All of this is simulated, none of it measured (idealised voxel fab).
A process module follows: voxel trench capacitor.
Cross-section cut: width 285 nm, square cells of 5 nm.
Bands, listed from the top down, are how a cross-section gets written in this document; the cross-section itself is a grid of square cells, and a band is one or more rows of them. Within each band entry, the heights of the top and of the bottom of the band appear first, in that order and in nm; the materials of the band then follow from left to right, each with its corresponding width in nm. The designation "all across" on a single material indicates that it fills the band from edge to edge; the designation "empty" indicates empty space. Note: height 0 marks the level under which the wafer is uniformly one material as received. Lowest band unbounded below, written "z 0 and below". Width: "30..40" (first number = top row, second number = bottom row, same change from row to row of cells). "no modifications", as given for a step, is the statement that not any cell of the cross-section underwent a change during that step. This entry, "Sealed-off cavities", enumerates those empty regions of no fewer than 8 cells that possess no open connection to the top. Each region is reported in the form width x height at distance, the distance being taken from the left edge, with all three quantities expressed in nm. Text after the settings on a step's line: the simulator's own remark on that step. overlay nm: mask right of planned place by this much (step with mask). Neg. = left.

Listed below are the process steps as planned:
| 1 | RECEIVE with material Si |
| 2 | CONFORMAL_DEP with material SiN, thk nm 5 |
| 3 | DIRECTIONAL_DEP with material aC, thk nm 10 |
| 4 | PATTERN with tone open, mask id TRENCH, material resist, width nm 30, pitch nm 60, thk nm 25, overlay nm 0 |
| 5 | DIRECTIONAL_ETCH with etch materials aC, depth nm 10 |
| 6 | STRIP with etch materials resist |
| 7 | DIRECTIONAL_ETCH with etch materials SiN, depth nm 5 |
| 8 | DIRECTIONAL_ETCH with etch materials Si, depth nm 30 |
| 9 | STRIP with etch materials aC |
| 10 | CONFORMAL_DEP with material HfO2, thk nm 5 |
| 11 | CONFORMAL_DEP with material TiN, thk nm 5 |
| 12 | FILL_DEP with material W, thk nm 10 |
| 13 | CMP with height nm 5 |

So this is the incoming wafer in cross-section - it's already been through step 1:
  z 0 and below: Si all across
  Sealed-off cavities: none

End-of-module XS, first of two wafers, run as planned:
  z 5 to 0: SiN=35 / HfO2=5 / TiN=5 / W=10 / TiN=5 / HfO2=5 / SiN=30 / HfO2=5 / TiN=5 / W=10 / TiN=5 / HfO2=5 / SiN=30 / HfO2=5 / TiN=5 / W=10 / TiN=5 / HfO2=5 / SiN=30 / HfO2=5 / TiN=5 / W=10 / TiN=5 / HfO2=5 / SiN=40
  z 0 to -20: Si=35 / HfO2=5 / TiN=5 / W=10 / TiN=5 / HfO2=5 / Si=30 / HfO2=5 / TiN=5 / W=10 / TiN=5 / HfO2=5 / Si=30 / HfO2=5 / TiN=5 / W=10 / TiN=5 / HfO2=5 / Si=30 / HfO2=5 / TiN=5 / W=10 / TiN=5 / HfO2=5 / Si=40
  z -20 to -25: Si=35 / HfO2=5 / TiN=20 / HfO2=5 / Si=30 / HfO2=5 / TiN=20 / HfO2=5 / Si=30 / HfO2=5 / TiN=20 / HfO2=5 / Si=30 / HfO2=5 / TiN=20 / HfO2=5 / Si=40
  z -25 to -30: Si=35 / HfO2=30 / Si=30 / HfO2=30 / Si=30 / HfO2=30 / Si=30 / HfO2=30 / Si=40
  z -30 and below: Si all across
  Sealed-off cavities: none

Wafer two (of two), end-of-module cross-section: start = wafer one, plan = wafer one, one run mistake:
  z 5 to 0: SiN=35 / HfO2=5 / TiN=5 / W=10 / TiN=5 / HfO2=5 / SiN=30 / HfO2=5 / TiN=5 / W=10 / TiN=5 / HfO2=5 / SiN=30 / HfO2=5 / TiN=5 / W=10 / TiN=5 / HfO2=5 / SiN=30 / HfO2=5 / TiN=5 / W=10 / TiN=5 / HfO2=5 / SiN=40
  z 0 to -50: Si=35 / HfO2=5 / TiN=5 / W=10 / TiN=5 / HfO2=5 / Si=30 / HfO2=5 / TiN=5 / W=10 / TiN=5 / HfO2=5 / Si=30 / HfO2=5 / TiN=5 / W=10 / TiN=5 / HfO2=5 / Si=30 / HfO2=5 / TiN=5 / W=10 / TiN=5 / HfO2=5 / Si=40
  z -50 to -55: Si=35 / HfO2=5 / TiN=20 / HfO2=5 / Si=30 / HfO2=5 / TiN=20 / HfO2=5 / Si=30 / HfO2=5 / TiN=20 / HfO2=5 / Si=30 / HfO2=5 / TiN=20 / HfO2=5 / Si=40
  z -55 to -60: Si=35 / HfO2=30 / Si=30 / HfO2=30 / Si=30 / HfO2=30 / Si=30 / HfO2=30 / Si=40
  z -60 and below: Si all across
  Sealed-off cavities: none
Finding, execution versus plan: step 8 in the plan was executed twice
at the end the second wafer has, in cells: HfO2 +48 | Si -144 | TiN +48 | W +48
